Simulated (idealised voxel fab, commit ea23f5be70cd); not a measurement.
The name of this process module is voxel transistor to metal.
Displayed cross-section: cut, width of 150 nm, square cells sized 5 nm.
Cross-sections here: square-cell grids, written as top-down lists of bands, a band being one or more rows of cells. Basically the band line says how high the top is and how high the bottom is, in nm, and then what's in it from left to right, every material with its width in nm. Empty space shows up as "empty", and if a single material carries "everywhere" it runs the full band edge to edge. Below 0: as-received wafer, all one material; heights counted from there. Lowest band: no bottom, goes on down, written "z 0 and below". The width entry "30 to 40" should be interpreted row by row: the top row of cells in the band takes the first number, the bottom row takes the second number, and the change between adjacent rows is uniform throughout. A step reported as "stayed the same" is a step in which no cell of the cross-section changed. Empty spaces without an open route to the top, at least 8 cells in extent, make up the entry "Fully enclosed voids"; each is given as width x height at distance, where the distance is measured from the left edge, and all are in nm. Where a step's line continues beyond its settings, the continuation is a remark by the simulator itself on that step. "overlay nm", when on a step's line for a step with a mask, measures how far to the right of its planned place the mask lay; a negative measure means to the left.
## The following list gives the planned process steps
| 1 | RECEIVE with material Si |
| 2 | OXIDIZE with depth nm 5 |
| 3 | CONFORMAL_DEP with material SiN, thk nm 15 |
| 4 | PATTERN with tone cover, mask id ACTIVE, material resist, width nm 90, thk nm 20, overlay nm 0 |
| 5 | DIRECTIONAL_ETCH with etch materials SiN, depth nm 15 |
| 6 | DIRECTIONAL_ETCH with etch materials SiO2, depth nm 5 |
| 7 | DIRECTIONAL_ETCH with etch materials Si, depth nm 25 |
| 8 | STRIP with etch materials resist |
| 9 | FILL_DEP with material SiO2, thk nm 5 |
| 10 | CMP with height nm 15 |
| 11 | SELECTIVE_ETCH with etch materials SiO2, depth nm 15 |
| 12 | STRIP with etch materials SiN |
| 13 | SELECTIVE_ETCH with etch materials SiO2, depth nm 5 |
| 14 | OXIDIZE with depth nm 5 |
| 15 | DIRECTIONAL_DEP with material polySi, thk nm 25 |
| 16 | DIRECTIONAL_DEP with material SiCN, thk nm 15 |
| 17 | MASKED_ETCH with tone cover, mask id GATE, width nm 20, etch materials SiCN, depth nm 25, overlay nm 0 |
| 18 | MASKED_ETCH with tone cover, mask id GATE, width nm 20, etch materials polySi, depth nm 35, overlay nm 0 |
| 19 | CONFORMAL_DEP with material SiN, thk nm 10 |
| 20 | DIRECTIONAL_ETCH with etch materials SiN, depth nm 10 |
| 21 | DIRECTIONAL_ETCH with etch materials SiO2, depth nm 5 |
| 22 | DIRECTIONAL_ETCH with etch materials Si, depth nm 5 |
| 23 | EPI with material SiGe, thk nm 10 |
| 24 | FILL_DEP with material SiO2, thk nm 5 |
| 25 | CMP with height nm 35 |
| 26 | DIRECTIONAL_DEP with material SiO2, thk nm 15 |
| 27 | PATTERN with tone open, mask id CONTACT, material resist, width nm 15, pitch nm 65, thk nm 20, overlay nm 0 |
| 28 | DIRECTIONAL_ETCH with etch materials SiO2, depth nm 55 |
| 29 | STRIP with etch materials resist |
| 30 | CONFORMAL_DEP with material TiN, thk nm 5 |
| 31 | FILL_DEP with material W, thk nm 10 |
| 32 | CMP with height nm 50 |
| 33 | DIRECTIONAL_DEP with material TiN, thk nm 5 |
| 34 | DIRECTIONAL_DEP with material Ru, thk nm 25 |
| 35 | DIRECTIONAL_DEP with material aC, thk nm 10 |
| 36 | PATTERN with tone cover, mask id METAL_1, material resist, width nm 15, pitch nm 65, thk nm 25, overlay nm 0 |
| 37 | DIRECTIONAL_ETCH with etch materials aC, depth nm 10 |
| 38 | STRIP with etch materials resist |
| 39 | DIRECTIONAL_ETCH with etch materials Ru, depth nm 25 |
| 40 | DIRECTIONAL_ETCH with etch materials TiN, depth nm 5 |
| 41 | STRIP with etch materials aC |
| 42 | CONFORMAL_DEP with material SiN, thk nm 5 |
| 43 | FILL_DEP with material SiO2, thk nm 5 |
| 44 | CMP with height nm 80 |
| 45 | CONFORMAL_DEP with material SiCN, thk nm 5 |
| 46 | DIRECTIONAL_DEP with material SiO2, thk nm 35 |
| 47 | PATTERN with tone open, mask id METAL_2, material resist, width nm 15, pitch nm 65, thk nm 20, overlay nm 0 |
| 48 | DIRECTIONAL_ETCH with etch materials SiO2, depth nm 20 |
| 49 | STRIP with etch materials resist |
| 50 | PATTERN with tone open, mask id METAL_2_HOLES, material resist, width nm 15, pitch nm 65, thk nm 20, overlay nm 0 |
| 51 | DIRECTIONAL_ETCH with etch materials SiO2, depth nm 15 |
| 52 | DIRECTIONAL_ETCH with etch materials SiCN, depth nm 5 |
| 53 | STRIP with etch materials resist |
| 54 | CONFORMAL_DEP with material TiN, thk nm 5 |
| 55 | FILL_DEP with material Ru, thk nm 10 |
| 56 | CMP with height nm 120 |
| 57 | CONFORMAL_DEP with material SiN, thk nm 5 |
## Cross-sectional view of the wafer in its as-received condition, corresponding to the state after step 1
z 0 and below = Si everywhere
Fully enclosed voids: none
## Cross-section: first of two wafers, module finished, run according to plan
z 125 to 120 = SiN everywhere
z 120 to 85 = 35 nm SiO2, 5 nm TiN, 5 nm Ru, 5 nm TiN, 50 nm SiO2, 5 nm TiN, 5 nm Ru, 5 nm TiN, 35 nm SiO2
z 85 to 80 = 35 nm SiCN, 15 nm TiN, 50 nm SiCN, 15 nm TiN, 35 nm SiCN
z 80 to 55 = 30 nm SiO2, 5 nm SiN, 15 nm Ru, 5 nm SiN, 40 nm SiO2, 5 nm SiN, 15 nm Ru, 5 nm SiN, 30 nm SiO2
z 55 to 50 = 35 nm SiN, 15 nm TiN, 50 nm SiN, 15 nm TiN, 35 nm SiN
z 50 to 35 = 35 nm SiO2, 5 nm TiN, 5 nm W, 5 nm TiN, 50 nm SiO2, 5 nm TiN, 5 nm W, 5 nm TiN, 35 nm SiO2
z 35 to 20 = 35 nm SiO2, 5 nm TiN, 5 nm W, 5 nm TiN, 5 nm SiO2, 10 nm SiN, 20 nm SiCN, 10 nm SiN, 5 nm SiO2, 5 nm TiN, 5 nm W, 5 nm TiN, 35 nm SiO2
z 20 to 5 = 35 nm SiO2, 5 nm TiN, 5 nm W, 5 nm TiN, 5 nm SiO2, 10 nm SiN, 20 nm polySi, 10 nm SiN, 5 nm SiO2, 5 nm TiN, 5 nm W, 5 nm TiN, 35 nm SiO2
z 5 to 0 = 35 nm SiO2, 15 nm TiN, 5 nm SiO2, 10 nm SiN, 20 nm polySi, 10 nm SiN, 5 nm SiO2, 15 nm TiN, 35 nm SiO2
z 0 to -5 = 35 nm SiO2, 10 nm TiN, 10 nm SiGe, 10 nm SiN, 20 nm polySi, 10 nm SiN, 10 nm SiGe, 10 nm TiN, 35 nm SiO2
z -5 to -10 = 25 nm SiO2, 30 nm SiGe, 40 nm SiO2, 30 nm SiGe, 25 nm SiO2
z -10 to -15 = 30 nm SiO2, 25 nm SiGe, 40 nm Si, 25 nm SiGe, 30 nm SiO2
z -15 to -30 = 30 nm SiO2, 90 nm Si, 30 nm SiO2
z -30 and below = Si everywhere
Fully enclosed voids: none
## What the second wafer looks like in cross-section once the module is done. Its start and its plan matched the first wafer's exactly; what differed was one mistake in how it was run
z 125 to 120 = SiN everywhere
z 120 to 85 = 35 nm SiO2, 5 nm TiN, 5 nm Ru, 5 nm TiN, 50 nm SiO2, 5 nm TiN, 5 nm Ru, 5 nm TiN, 35 nm SiO2
z 85 to 80 = 35 nm SiCN, 15 nm TiN, 50 nm SiCN, 15 nm TiN, 35 nm SiCN
z 80 to 55 = 30 nm SiO2, 5 nm SiN, 15 nm Ru, 5 nm SiN, 40 nm SiO2, 5 nm SiN, 15 nm Ru, 5 nm SiN, 30 nm SiO2
z 55 to 50 = 35 nm SiN, 15 nm TiN, 50 nm SiN, 15 nm TiN, 35 nm SiN
z 50 to 45 = W everywhere
z 45 to 40 = 40 nm TiN, 5 nm W, 60 nm TiN, 5 nm W, 40 nm TiN
z 40 to 35 = 35 nm SiO2, 5 nm TiN, 5 nm W, 5 nm TiN, 50 nm SiO2, 5 nm TiN, 5 nm W, 5 nm TiN, 35 nm SiO2
z 35 to 20 = 35 nm SiO2, 5 nm TiN, 5 nm W, 5 nm TiN, 5 nm SiO2, 10 nm SiN, 20 nm SiCN, 10 nm SiN, 5 nm SiO2, 5 nm TiN, 5 nm W, 5 nm TiN, 35 nm SiO2
z 20 to 5 = 35 nm SiO2, 5 nm TiN, 5 nm W, 5 nm TiN, 5 nm SiO2, 10 nm SiN, 20 nm polySi, 10 nm SiN, 5 nm SiO2, 5 nm TiN, 5 nm W, 5 nm TiN, 35 nm SiO2
z 5 to 0 = 35 nm SiO2, 15 nm TiN, 5 nm SiO2, 10 nm SiN, 20 nm polySi, 10 nm SiN, 5 nm SiO2, 15 nm TiN, 35 nm SiO2
z 0 to -5 = 35 nm SiO2, 10 nm TiN, 10 nm SiGe, 10 nm SiN, 20 nm polySi, 10 nm SiN, 10 nm SiGe, 10 nm TiN, 35 nm SiO2
z -5 to -10 = 25 nm SiO2, 30 nm SiGe, 40 nm SiO2, 30 nm SiGe, 25 nm SiO2
z -10 to -15 = 30 nm SiO2, 25 nm SiGe, 40 nm Si, 25 nm SiGe, 30 nm SiO2
z -15 to -30 = 30 nm SiO2, 90 nm Si, 30 nm SiO2
z -30 and below = Si everywhere
Fully enclosed voids: none
Processing error: step 26 deviated from plan and actually ran as DIRECTIONAL_DEP with material SiO2, thk nm 5
Final tally in cells, some materials are higher or lower on the second wafer than on the first: SiO2: 48 fewer; TiN: 20 more; W: 28 more
